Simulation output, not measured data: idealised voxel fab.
process module | voxel double patterning
cross-section cut | 175 nm wide | cells 5 nm
A cross-section is a grid of square cells, given in bands from the top down. A band is one or more rows of cells.
Each band's line starts with the height of the band's top and of its bottom, in nm. Then come its materials from left to right, each with its width in nm. One material with "throughout" fills the band from edge to edge. "air" is empty space.
Height 0 is the level under which the wafer as received is all one material. The lowest band goes on downwards, as in "0 down".
A width such as "30 to 40" changes by the same amount from each row of cells to the next, from the band's top row to its bottom row.
"no change" after a step means that no cell of the cross-section changed.
closed voids: empty space of 8 cells or more with no open way to the top, each as width x height at its distance from the left edge, in nm
after a step's settings: what the simulator itself notes on the step
overlay nm, on a step with a mask: how far to the right of its planned place the mask lay; to the left if negative
plan
1 op RECEIVE | material Si
2 op CONFORMAL_DEP | material SiN | thk nm 10
3 op DIRECTIONAL_DEP | material SiO2 | thk nm 20
4 op DIRECTIONAL_DEP | material SiCN | thk nm 10
5 op MASKED_ETCH | tone open | mask id FIRST | width nm 15 | pitch nm 50 | etch materials SiCN | depth nm 10 | overlay nm 0
6 op DIRECTIONAL_DEP | material aC | thk nm 15
7 op PATTERN | tone open | mask id SECOND | material resist | width nm 15 | thk nm 35 | overlay nm 0
8 op DIRECTIONAL_ETCH | etch materials aC | depth nm 15
9 op STRIP | etch materials resist
10 op DIRECTIONAL_ETCH | etch materials SiCN | depth nm 10
11 op STRIP | etch materials aC
12 op DIRECTIONAL_ETCH | etch materials SiO2 | depth nm 20
13 op STRIP | etch materials SiCN
as received, after step 1
  0 down: Si throughout
  closed voids: none
first wafer at the end, as planned
  30 to 10: SiO2 55 | air 15 | SiO2 10 | air 15 | SiO2 10 | air 15 | SiO2 55
  10 to 0: SiN throughout
  0 down: Si throughout
  closed voids: none
second wafer at the end: like start, like plan, one mistake
  30 to 10: SiO2 55 | air 15 | SiO2 5 | air 25 | SiO2 5 | air 15 | SiO2 55
  10 to 0: SiN throughout
  0 down: Si throughout
  closed voids: none
what went wrong: step 7 ran as: op PATTERN | tone open | mask id SECOND | material resist | width nm 25 | thk nm 35 | overlay nm 0
at the end the second wafer has, in cells: 8 fewer of SiO2
